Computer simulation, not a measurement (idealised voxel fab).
You're looking at the process module voxel plated lines.
Displayed cross-section: cut, width of 140 nm, square cells sized 5 nm.
Just so we're on the same page, the cross-sections are grids of square cells, and they're listed out in bands top to bottom, each band one or more rows deep.
First you get the band's top height and its bottom height, in nm, and then the materials it's made of, left to right, with each width in nm. If you see a single material with "everywhere", that one covers the band edge to edge. "air" is empty space.
Heights from 0 (as-received wafer is one material below). Bottom band endless downward, as "0 down".
Think of "30..40" as a width that walks from the first number to the second as you go down the band, top row to bottom row, taking equal-sized steps from row to row.
Where the words "same as before" appear for a step, the cross-section shows no cell changed by that step; every cell remained as before.
Look at "Listed closed voids" for the closed voids: empty spaces with no open path to the top, sized 8 cells or up. Each is width x height at distance, distance from the left edge, all nm.
On a step's line, text after the settings is the simulator commenting on that step.
overlay nm: step with mask; distance mask lay right of planned place; negative value = left of planned place.

**Process steps - plan**
1. RECEIVE [material Si]
2. CONFORMAL_DEP [material Al2O3] [thk nm 5]
3. DIRECTIONAL_DEP [material TiN] [thk nm 5]
4. PATTERN [tone open] [mask id LINES] [material resist] [width nm 20] [pitch nm 35] [thk nm 15] [overlay nm 0]
5. EPI [material Ru] [thk nm 5]
6. STRIP [etch materials resist]
7. DIRECTIONAL_ETCH [etch materials TiN] [depth nm 5]
8. CONFORMAL_DEP [material SiCN] [thk nm 10]

**The first of two wafers, run as planned**

**Wafer cross-section on receipt, i.e. after step 1**
- 0 down  Si everywhere
- Listed closed voids: none

**So this is the wafer cross-section right after step 2**
- 5 to 0  Al2O3 everywhere
- Beneath the level 0, the cross-section is identical to its previous state.

**So this is the wafer cross-section right after step 3**
- 10 to 5  TiN everywhere
- Beneath the level 5, the cross-section is identical to its previous state.

**So this is the wafer cross-section right after step 4**
- 25 to 10  resist 25 nm / air 20 nm / resist 15 nm / air 20 nm / resist 15 nm / air 20 nm / resist 25 nm
- Beneath the level 10, the cross-section is identical to its previous state.

**So this is the wafer cross-section right after step 5**
- 25 to 15  resist 25 nm / air 20 nm / resist 15 nm / air 20 nm / resist 15 nm / air 20 nm / resist 25 nm
- 15 to 10  resist 25 nm / Ru 20 nm / resist 15 nm / Ru 20 nm / resist 15 nm / Ru 20 nm / resist 25 nm
- Beneath the level 10, the cross-section is identical to its previous state.

**So this is the wafer cross-section right after step 6**
- 15 to 10  air 25 nm / Ru 20 nm / air 15 nm / Ru 20 nm / air 15 nm / Ru 20 nm / air 25 nm
- Beneath the level 10, the cross-section is identical to its previous state.

**So this is the wafer cross-section right after step 7**
- 15 to 10  air 25 nm / Ru 20 nm / air 15 nm / Ru 20 nm / air 15 nm / Ru 20 nm / air 25 nm
- 10 to 5  air 25 nm / TiN 20 nm / air 15 nm / TiN 20 nm / air 15 nm / TiN 20 nm / air 25 nm
- Beneath the level 5, the cross-section is identical to its previous state.

**So this is the wafer cross-section right after step 8**
- 25 to 15  air 15 nm / SiCN 110 nm / air 15 nm
- 15 to 10  SiCN 25 nm / Ru 20 nm / SiCN 15 nm / Ru 20 nm / SiCN 15 nm / Ru 20 nm / SiCN 25 nm
- 10 to 5  SiCN 25 nm / TiN 20 nm / SiCN 15 nm / TiN 20 nm / SiCN 15 nm / TiN 20 nm / SiCN 25 nm
- Beneath the level 5, the cross-section is identical to its previous state.

**The second wafer began exactly as the first did and followed the same plan, but one mistake was made while running it; through step 7 inclusive, the two wafers are identical**

Second wafer shown in cross-section at the time step 8 was slated to end: same as before
Deviation from plan: step 8 from the plan never happened, it was just skipped
Once processing is complete, comparing cell counts shows that the second wafer has more or fewer of certain materials than the first: 76 fewer of SiCN
